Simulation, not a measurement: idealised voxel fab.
process module | voxel transistor to metal
cross-section cut | 150 nm wide | cells 5 nm
A cross-section is a grid of square cells, given in bands from the top down. A band is one or more rows of cells.
Each band's line starts with the height of the band's top and of its bottom, in nm. Then come its materials from left to right, each with its width in nm. One material with "throughout" fills the band from edge to edge. "air" is empty space.
Height 0 is the level under which the wafer as received is all one material. The lowest band goes on downwards, as in "0 down".
A width such as "30 to 40" changes by the same amount from each row of cells to the next, from the band's top row to its bottom row.
"no change" after a step means that no cell of the cross-section changed.
closed voids: empty space of 8 cells or more with no open way to the top, each as width x height at its distance from the left edge, in nm
after a step's settings: what the simulator itself notes on the step
overlay nm, on a step with a mask: how far to the right of its planned place the mask lay; to the left if negative
plan
1 op RECEIVE | material Si
2 op CONFORMAL_DEP | material SiO2 | thk nm 5
3 op CONFORMAL_DEP | material SiN | thk nm 15
4 op DIRECTIONAL_DEP | material aC | thk nm 10
5 op PATTERN | tone cover | mask id ACTIVE | material resist | width nm 105 | thk nm 30 | overlay nm 0
6 op DIRECTIONAL_ETCH | etch materials aC | depth nm 10
7 op STRIP | etch materials resist
8 op DIRECTIONAL_ETCH | etch materials SiN | depth nm 15
9 op DIRECTIONAL_ETCH | etch materials SiO2 | depth nm 5
10 op DIRECTIONAL_ETCH | etch materials Si | depth nm 35
11 op STRIP | etch materials aC
12 op OXIDIZE | depth nm 5
13 op FILL_DEP | material SiO2 | thk nm 5
14 op CMP | height nm 20
15 op SELECTIVE_ETCH | etch materials SiO2 | depth nm 5
16 op STRIP | etch materials SiN
17 op SELECTIVE_ETCH | etch materials SiO2 | depth nm 5
18 op OXIDIZE | depth nm 5
19 op DIRECTIONAL_DEP | material polySi | thk nm 20
20 op DIRECTIONAL_DEP | material SiCN | thk nm 15
21 op MASKED_ETCH | tone cover | mask id GATE | width nm 25 | etch materials SiCN | depth nm 25 | overlay nm 0
22 op MASKED_ETCH | tone cover | mask id GATE | width nm 25 | etch materials polySi | depth nm 30 | overlay nm 0
23 op CONFORMAL_DEP | material SiO2 | thk nm 5
24 op DIRECTIONAL_ETCH | etch materials SiO2 | depth nm 5
25 op CONFORMAL_DEP | material SiN | thk nm 5
26 op DIRECTIONAL_ETCH | etch materials SiN | depth nm 5
27 op DIRECTIONAL_ETCH | etch materials SiO2 | depth nm 5
28 op DIRECTIONAL_ETCH | etch materials Si | depth nm 10
29 op EPI | material pSi | thk nm 15
30 op FILL_DEP | material SiO2 | thk nm 10
31 op CMP | height nm 35
32 op DIRECTIONAL_DEP | material SiO2 | thk nm 10
33 op PATTERN | tone open | mask id CONTACT | material resist | width nm 30 | pitch nm 65 | thk nm 15 | overlay nm 0
34 op DIRECTIONAL_ETCH | etch materials SiO2 | depth nm 45
35 op STRIP | etch materials resist
36 op CONFORMAL_DEP | material TiN | thk nm 5
37 op FILL_DEP | material W | thk nm 5
38 op CMP | height nm 45
39 op DIRECTIONAL_DEP | material TiN | thk nm 5
40 op DIRECTIONAL_DEP | material W | thk nm 15
41 op PATTERN | tone cover | mask id METAL_1 | material resist | width nm 20 | pitch nm 75 | thk nm 20 | overlay nm 0
42 op DIRECTIONAL_ETCH | etch materials W | depth nm 15
43 op DIRECTIONAL_ETCH | etch materials TiN | depth nm 5
44 op STRIP | etch materials resist
45 op FILL_DEP | material lowk | thk nm 10
46 op CMP | height nm 65
47 op CONFORMAL_DEP | material SiCN | thk nm 5
as received, after step 1
  0 down: Si throughout
  closed voids: none
a wafer at the end: this start, this plan, one mistake
  70 to 65: SiCN throughout
  65 to 50: lowk 25 | W 20 | lowk 55 | W 20 | lowk 30
  50 to 45: lowk 25 | TiN 20 | lowk 55 | TiN 20 | lowk 30
  45 to 35: SiO2 30 | TiN 5 | W 10 | TiN 5 | SiO2 45 | TiN 5 | W 10 | TiN 5 | SiO2 35
  35 to 20: SiO2 30 | TiN 5 | W 10 | TiN 5 | SiN 5 | SiO2 5 | SiCN 25 | SiO2 5 | SiN 5 | TiN 5 | W 10 | TiN 5 | SiO2 35
  20 to 15: SiO2 30 | TiN 5 | W 10 | TiN 5 | SiN 5 | SiO2 5 | polySi 25 | SiO2 5 | SiN 5 | TiN 5 | W 10 | TiN 5 | SiO2 35
  15 to 10: SiO2 30 | TiN 20 | SiN 5 | SiO2 5 | polySi 25 | SiO2 5 | SiN 5 | TiN 20 | SiO2 35
  10 to 0: SiO2 20 | SiN 5 | SiO2 5 | TiN 5 | pSi 15 | SiN 5 | SiO2 5 | polySi 25 | SiO2 5 | SiN 5 | pSi 15 | TiN 5 | SiO2 5 | SiN 5 | SiO2 25
  0 to -5: SiO2 25 | pSi 25 | SiO2 45 | pSi 25 | SiO2 30
  -5 to -15: SiO2 25 | pSi 25 | Si 45 | pSi 25 | SiO2 30
  -15 to -40: SiO2 25 | Si 95 | SiO2 30
  -40 down: Si throughout
  closed voids: none
what went wrong: step 33 ran as: op PATTERN | tone open | mask id CONTACT | material resist | width nm 20 | pitch nm 65 | thk nm 15 | overlay nm 0
